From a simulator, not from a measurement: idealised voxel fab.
process module | voxel spacer lines
cross-section cut | 185 nm wide | cells 5 nm
A cross-section is a grid of square cells, given in bands from the top down. A band is one or more rows of cells.
Each band's line starts with the height of the band's top and of its bottom, in nm. Then come its materials from left to right, each with its width in nm. One material with "throughout" fills the band from edge to edge. "air" is empty space.
Height 0 is the level under which the wafer as received is all one material. The lowest band goes on downwards, as in "0 down".
A width such as "30 to 40" changes by the same amount from each row of cells to the next, from the band's top row to its bottom row.
"no change" after a step means that no cell of the cross-section changed.
closed voids: empty space of 8 cells or more with no open way to the top, each as width x height at its distance from the left edge, in nm
after a step's settings: what the simulator itself notes on the step
overlay nm, on a step with a mask: how far to the right of its planned place the mask lay; to the left if negative
plan
1 op RECEIVE | material Si
2 op CONFORMAL_DEP | material Al2O3 | thk nm 10
3 op DIRECTIONAL_DEP | material W | thk nm 10
4 op DIRECTIONAL_DEP | material polySi | thk nm 25
5 op PATTERN | tone cover | mask id MANDREL | material resist | width nm 15 | pitch nm 50 | thk nm 30 | overlay nm 0
6 op DIRECTIONAL_ETCH | etch materials polySi | depth nm 25
7 op STRIP | etch materials resist
8 op CONFORMAL_DEP | material SiO2 | thk nm 10
9 op DIRECTIONAL_ETCH | etch materials SiO2 | depth nm 10
10 op STRIP | etch materials polySi
11 op DIRECTIONAL_ETCH | etch materials W | depth nm 10
12 op STRIP | etch materials SiO2
13 op FILL_DEP | material lowk | thk nm 10
14 op CMP | height nm 20
as received, after step 1
  0 down: Si throughout
  closed voids: none
a wafer at the end: this start, this plan, one mistake
  20 to 10: lowk throughout
  10 to 0: lowk 50 | W 10 | lowk 15 | W 10 | lowk 15 | W 10 | lowk 15 | W 10 | lowk 50
  0 down: Si throughout
  closed voids: none
what went wrong: step 2 was left out
